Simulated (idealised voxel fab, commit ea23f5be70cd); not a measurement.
The following is a process module called voxel capacitor over wiring.
Section shown: cut. Width: 160 nm. Cell size: 5 nm, square.
Cross-section spec: square-cell grid; bands listed top down; each band is one or more rows.
Band entry format. Leading values: height of top, height of bottom, nm. Remainder: materials in left-to-right order, each with its width in nm. Special words: "edge to edge" on a single material, which then fills the band edge to edge; "blank", empty space.
Ref level 0: as-received wafer is one material below here. Bottom band extends down with no lower bound ("0 nm and below").
You'd read "30->40" like this: the band's top row of cells is as wide as the first number, its bottom row is as wide as the second, and going down, every row changes width by the same amount as the row before did.
"remained the same" for a step: no cell of the cross-section changed in that step.
For the entry "Enclosed void list", the listed items are empty spaces with no open way to the top whose size is 8 cells or more; each item follows the pattern width x height at distance, where distance is from the left edge and all three are in nm.
Anything after a step's settings on that line? It's the simulator's own note about the step.
You can add "overlay nm" to a step's line. For a step with a mask, it describes how far the mask lay to the right of its planned position, and a negative number describes a lay to the left.
**Process steps - plan**
1. RECEIVE with material Si
2. CONFORMAL_DEP with material SiO2, thk nm 10
3. CONFORMAL_DEP with material SiCN, thk nm 5
4. DIRECTIONAL_DEP with material lowk, thk nm 15
5. PATTERN with tone open, mask id METAL_1, material resist, width nm 20, pitch nm 85, thk nm 20, overlay nm 0
6. DIRECTIONAL_ETCH with etch materials lowk, depth nm 15
7. DIRECTIONAL_ETCH with etch materials SiCN, depth nm 5
8. STRIP with etch materials resist
9. CONFORMAL_DEP with material TiN, thk nm 5
10. FILL_DEP with material Cu, thk nm 5
11. CMP with height nm 30
12. EPI with material Ru, thk nm 5
13. FILL_DEP with material SiCN, thk nm 5
14. DIRECTIONAL_DEP with material lowk, thk nm 10
15. PATTERN with tone open, mask id PLUG_1, material resist, width nm 15, thk nm 15, overlay nm 0
16. DIRECTIONAL_ETCH with etch materials lowk, depth nm 10
17. DIRECTIONAL_ETCH with etch materials SiCN, depth nm 5
18. STRIP with etch materials resist
19. EPI with material Ru, thk nm 10
20. EPI with material Ru, thk nm 5
21. DIRECTIONAL_DEP with material TiN, thk nm 10
22. DIRECTIONAL_DEP with material SiN, thk nm 5
23. DIRECTIONAL_DEP with material TiN, thk nm 5
24. MASKED_ETCH with tone cover, mask id UPPER_PLATE, width nm 70, etch materials TiN, depth nm 5, overlay nm 0
25. MASKED_ETCH with tone cover, mask id UPPER_PLATE, width nm 70, etch materials SiN, depth nm 5, overlay nm 0
26. PATTERN with tone cover, mask id LOWER_PLATE, material resist, width nm 80, thk nm 15, overlay nm 0
27. DIRECTIONAL_ETCH with etch materials TiN, depth nm 10
28. STRIP with etch materials resist
29. FILL_DEP with material SiO2, thk nm 15
30. CMP with height nm 80
31. MASKED_ETCH with tone open, mask id PLUG_2, width nm 15, etch materials SiO2, depth nm 10, overlay nm 0
32. CONFORMAL_DEP with material TiN, thk nm 5
33. FILL_DEP with material W, thk nm 10
34. CMP with height nm 80
35. CONFORMAL_DEP with material SiN, thk nm 5
**Run as planned: first of two wafers**
**Cross-section of the incoming wafer, state after step 1**
0 nm and below  Si edge to edge
Enclosed void list: none
**Cross-sectional representation of the wafer at the conclusion of step 2**
10 nm to 0 nm  SiO2 edge to edge
Heights below 0 show no change.
**Cross-sectional representation of the wafer at the conclusion of step 3**
15 nm to 10 nm  SiCN edge to edge
Heights below 10 show no change.
**Cross-sectional representation of the wafer at the conclusion of step 4**
30 nm to 15 nm  lowk edge to edge
Heights below 15 show no change.
**Cross-sectional representation of the wafer at the conclusion of step 5**
50 nm to 30 nm  resist=25 / blank=20 / resist=65 / blank=20 / resist=30
Heights below 30 show no change.
**Cross-sectional representation of the wafer at the conclusion of step 6**
50 nm to 30 nm  resist=25 / blank=20 / resist=65 / blank=20 / resist=30
30 nm to 15 nm  lowk=25 / blank=20 / lowk=65 / blank=20 / lowk=30
Heights below 15 show no change.
**Cross-sectional representation of the wafer at the conclusion of step 7**
50 nm to 30 nm  resist=25 / blank=20 / resist=65 / blank=20 / resist=30
30 nm to 15 nm  lowk=25 / blank=20 / lowk=65 / blank=20 / lowk=30
15 nm to 10 nm  SiCN=25 / blank=20 / SiCN=65 / blank=20 / SiCN=30
Heights below 10 show no change.
**Cross-sectional representation of the wafer at the conclusion of step 8**
30 nm to 15 nm  lowk=25 / blank=20 / lowk=65 / blank=20 / lowk=30
Heights below 15 show no change.
**Cross-sectional representation of the wafer at the conclusion of step 9**
35 nm to 30 nm  TiN=30 / blank=10 / TiN=75 / blank=10 / TiN=35
30 nm to 15 nm  lowk=25 / TiN=5 / blank=10 / TiN=5 / lowk=65 / TiN=5 / blank=10 / TiN=5 / lowk=30
15 nm to 10 nm  SiCN=25 / TiN=20 / SiCN=65 / TiN=20 / SiCN=30
Heights below 10 show no change.
**Cross-sectional representation of the wafer at the conclusion of step 10**
40 nm to 35 nm  Cu edge to edge
35 nm to 30 nm  TiN=30 / Cu=10 / TiN=75 / Cu=10 / TiN=35
30 nm to 15 nm  lowk=25 / TiN=5 / Cu=10 / TiN=5 / lowk=65 / TiN=5 / Cu=10 / TiN=5 / lowk=30
Heights below 15 show no change.
**Cross-sectional representation of the wafer at the conclusion of step 11**
30 nm to 15 nm  lowk=25 / TiN=5 / Cu=10 / TiN=5 / lowk=65 / TiN=5 / Cu=10 / TiN=5 / lowk=30
Heights below 15 show no change.
**Cross-sectional representation of the wafer at the conclusion of step 12**
35 nm to 30 nm  blank=20 / Ru=30 / blank=55 / Ru=30 / blank=25
Heights below 30 show no change.
**Cross-sectional representation of the wafer at the conclusion of step 13**
40 nm to 35 nm  SiCN edge to edge
35 nm to 30 nm  SiCN=20 / Ru=30 / SiCN=55 / Ru=30 / SiCN=25
Heights below 30 show no change.
**Cross-sectional representation of the wafer at the conclusion of step 14**
50 nm to 40 nm  lowk edge to edge
Heights below 40 show no change.
**Cross-sectional representation of the wafer at the conclusion of step 15**
65 nm to 50 nm  resist=30 / blank=15 / resist=115
Heights below 50 show no change.
**Cross-sectional representation of the wafer at the conclusion of step 16**
65 nm to 50 nm  resist=30 / blank=15 / resist=115
50 nm to 40 nm  lowk=30 / blank=15 / lowk=115
Heights below 40 show no change.
**Cross-sectional representation of the wafer at the conclusion of step 17**
65 nm to 50 nm  resist=30 / blank=15 / resist=115
50 nm to 40 nm  lowk=30 / blank=15 / lowk=115
40 nm to 35 nm  SiCN=30 / blank=15 / SiCN=115
Heights below 35 show no change.
**Cross-sectional representation of the wafer at the conclusion of step 18**
50 nm to 40 nm  lowk=30 / blank=15 / lowk=115
Heights below 40 show no change.
**Cross-sectional representation of the wafer at the conclusion of step 19**
50 nm to 45 nm  lowk=30 / blank=15 / lowk=115
45 nm to 40 nm  lowk=30 / Ru=15 / lowk=115
40 nm to 35 nm  SiCN=30 / Ru=15 / SiCN=115
Heights below 35 show no change.
**Cross-sectional representation of the wafer at the conclusion of step 20**
50 nm to 40 nm  lowk=30 / Ru=15 / lowk=115
Heights below 40 show no change.
**Cross-sectional representation of the wafer at the conclusion of step 21**
60 nm to 50 nm  TiN edge to edge
Heights below 50 show no change.
**Cross-sectional representation of the wafer at the conclusion of step 22**
65 nm to 60 nm  SiN edge to edge
Heights below 60 show no change.
**Cross-sectional representation of the wafer at the conclusion of step 23**
70 nm to 65 nm  TiN edge to edge
Heights below 65 show no change.
**Cross-sectional representation of the wafer at the conclusion of step 24**
70 nm to 65 nm  blank=30 / TiN=70 / blank=60
Heights below 65 show no change.
**Cross-sectional representation of the wafer at the conclusion of step 25**
70 nm to 65 nm  blank=30 / TiN=70 / blank=60
65 nm to 60 nm  blank=30 / SiN=70 / blank=60
Heights below 60 show no change.
**Cross-sectional representation of the wafer at the conclusion of step 26**
85 nm to 70 nm  blank=25 / resist=80 / blank=55
70 nm to 65 nm  blank=25 / resist=5 / TiN=70 / resist=5 / blank=55
65 nm to 60 nm  blank=25 / resist=5 / SiN=70 / resist=5 / blank=55
Heights below 60 show no change.
**Cross-sectional representation of the wafer at the conclusion of step 27**
85 nm to 70 nm  blank=25 / resist=80 / blank=55
70 nm to 65 nm  blank=25 / resist=5 / TiN=70 / resist=5 / blank=55
65 nm to 60 nm  blank=25 / resist=5 / SiN=70 / resist=5 / blank=55
60 nm to 50 nm  blank=25 / TiN=80 / blank=55
Heights below 50 show no change.
**Cross-sectional representation of the wafer at the conclusion of step 28**
70 nm to 65 nm  blank=30 / TiN=70 / blank=60
65 nm to 60 nm  blank=30 / SiN=70 / blank=60
Heights below 60 show no change.
**Cross-sectional representation of the wafer at the conclusion of step 29**
85 nm to 70 nm  SiO2 edge to edge
70 nm to 65 nm  SiO2=30 / TiN=70 / SiO2=60
65 nm to 60 nm  SiO2=30 / SiN=70 / SiO2=60
60 nm to 50 nm  SiO2=25 / TiN=80 / SiO2=55
Heights below 50 show no change.
**Cross-sectional representation of the wafer at the conclusion of step 30**
80 nm to 70 nm  SiO2 edge to edge
Heights below 70 show no change.
**Cross-sectional representation of the wafer at the conclusion of step 31**
80 nm to 70 nm  SiO2=40 / blank=15 / SiO2=105
Heights below 70 show no change.
**Cross-sectional representation of the wafer at the conclusion of step 32**
85 nm to 80 nm  TiN=45 / blank=5 / TiN=110
80 nm to 75 nm  SiO2=40 / TiN=5 / blank=5 / TiN=5 / SiO2=105
75 nm to 65 nm  SiO2=40->30 / TiN=15->70 / SiO2=105->60
Heights below 65 show no change.
**Cross-sectional representation of the wafer at the conclusion of step 33**
95 nm to 85 nm  W edge to edge
85 nm to 80 nm  TiN=45 / W=5 / TiN=110
80 nm to 75 nm  SiO2=40 / TiN=5 / W=5 / TiN=5 / SiO2=105
Heights below 75 show no change.
**Cross-sectional representation of the wafer at the conclusion of step 34**
80 nm to 75 nm  SiO2=40 / TiN=5 / W=5 / TiN=5 / SiO2=105
Heights below 75 show no change.
**Cross-sectional representation of the wafer at the conclusion of step 35**
85 nm to 80 nm  SiN edge to edge
Heights below 80 show no change.
**Wafer two of two - same starting point, same process plan, one mistake in execution; matches wafer one up to and including step 21**
**Second wafer: cross-section at the scheduled end of step 22**
65 nm to 60 nm  Cu edge to edge
Heights below 60 show no change.
**Second wafer: cross-section at the scheduled end of step 23**
70 nm to 65 nm  TiN edge to edge
Heights below 65 show no change.
**Second wafer: cross-section at the scheduled end of step 24**
70 nm to 65 nm  blank=30 / TiN=70 / blank=60
Heights below 65 show no change.
Second wafer: cross-section at the scheduled end of step 25: remained the same
**Second wafer: cross-section at the scheduled end of step 26**
85 nm to 70 nm  blank=25 / resist=80 / blank=55
70 nm to 65 nm  blank=25 / resist=5 / TiN=70 / resist=5 / blank=55
Heights below 65 show no change.
Second wafer: cross-section at the scheduled end of step 27: remained the same
**Second wafer: cross-section at the scheduled end of step 28**
70 nm to 65 nm  blank=30 / TiN=70 / blank=60
Heights below 65 show no change.
**Second wafer: cross-section at the scheduled end of step 29**
85 nm to 70 nm  SiO2 edge to edge
70 nm to 65 nm  SiO2=30 / TiN=70 / SiO2=60
Heights below 65 show no change.
**Second wafer: cross-section at the scheduled end of step 30**
80 nm to 70 nm  SiO2 edge to edge
Heights below 70 show no change.
**Second wafer: cross-section at the scheduled end of step 31**
80 nm to 70 nm  SiO2=40 / blank=15 / SiO2=105
Heights below 70 show no change.
**Second wafer: cross-section at the scheduled end of step 32**
85 nm to 80 nm  TiN=45 / blank=5 / TiN=110
80 nm to 75 nm  SiO2=40 / TiN=5 / blank=5 / TiN=5 / SiO2=105
75 nm to 65 nm  SiO2=40->30 / TiN=15->70 / SiO2=105->60
Heights below 65 show no change.
**Second wafer: cross-section at the scheduled end of step 33**
95 nm to 85 nm  W edge to edge
85 nm to 80 nm  TiN=45 / W=5 / TiN=110
80 nm to 75 nm  SiO2=40 / TiN=5 / W=5 / TiN=5 / SiO2=105
Heights below 75 show no change.
**Second wafer: cross-section at the scheduled end of step 34**
80 nm to 75 nm  SiO2=40 / TiN=5 / W=5 / TiN=5 / SiO2=105
Heights below 75 show no change.
**Second wafer: cross-section at the scheduled end of step 35**
85 nm to 80 nm  SiN edge to edge
Heights below 80 show no change.
Error vs. plan: step 22 ran with different settings than intended, the actual operation and settings being DIRECTIONAL_DEP with material Cu, thk nm 5
Wrapping up, a cell-based count of both wafers puts the second over or under the first for these materials: Cu: 32 more | SiN: 14 fewer | SiO2: 50 fewer | TiN: 32 more
